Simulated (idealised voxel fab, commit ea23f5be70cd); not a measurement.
process module | voxel gate over fins
cross-section cut | 255 nm wide | cells 5 nm
A cross-section is a grid of square cells, given in bands from the top down. A band is one or more rows of cells.
Each band's line starts with the height of the band's top and of its bottom, in nm. Then come its materials from left to right, each with its width in nm. One material with "throughout" fills the band from edge to edge. "air" is empty space.
Height 0 is the level under which the wafer as received is all one material. The lowest band goes on downwards, as in "0 down".
A width such as "30 to 40" changes by the same amount from each row of cells to the next, from the band's top row to its bottom row.
"no change" after a step means that no cell of the cross-section changed.
closed voids: empty space of 8 cells or more with no open way to the top, each as width x height at its distance from the left edge, in nm
after a step's settings: what the simulator itself notes on the step
overlay nm, on a step with a mask: how far to the right of its planned place the mask lay; to the left if negative
plan
1 op RECEIVE | material Si
2 op CONFORMAL_DEP | material SiN | thk nm 10
3 op PATTERN | tone cover | mask id FINS | material resist | width nm 15 | pitch nm 35 | thk nm 15 | overlay nm 0
4 op DIRECTIONAL_ETCH | etch materials SiN | depth nm 10
5 op DIRECTIONAL_ETCH | etch materials Si | depth nm 30
6 op STRIP | etch materials resist
7 op OXIDIZE | depth nm 5
8 op FILL_DEP | material SiO2 | thk nm 10
9 op CMP | height nm 10
10 op SELECTIVE_ETCH | etch materials SiO2 | depth nm 20
11 op STRIP | etch materials SiN
12 op CONFORMAL_DEP | material HfO2 | thk nm 5
13 op CONFORMAL_DEP | material TiN | thk nm 5
14 op FILL_DEP | material W | thk nm 10
15 op CMP | height nm 15
16 op CONFORMAL_DEP | material SiCN | thk nm 5
as received, after step 1
  0 down: Si throughout
  closed voids: none
a wafer at the end: this start, this plan, one mistake
  20 to 15: SiCN throughout
  15 to 10: W throughout
  10 to 5: W 80 | HfO2 25 | W 10 | HfO2 25 | W 10 | HfO2 25 | W 80
  5 to 0: W 80 | HfO2 5 | TiN 15 | HfO2 5 | W 10 | HfO2 5 | TiN 15 | HfO2 5 | W 10 | HfO2 5 | TiN 15 | HfO2 5 | W 80
  0 to -5: HfO2 85 | TiN 5 | Si 5 | TiN 5 | HfO2 20 | TiN 5 | Si 5 | TiN 5 | HfO2 20 | TiN 5 | Si 5 | TiN 5 | HfO2 85
  -5 to -10: TiN 90 | Si 5 | TiN 30 | Si 5 | TiN 30 | Si 5 | TiN 90
  -10 to -35: SiO2 90 | Si 5 | SiO2 30 | Si 5 | SiO2 30 | Si 5 | SiO2 90
  -35 down: Si throughout
  closed voids: none
what went wrong: steps 12 and 13 were swapped
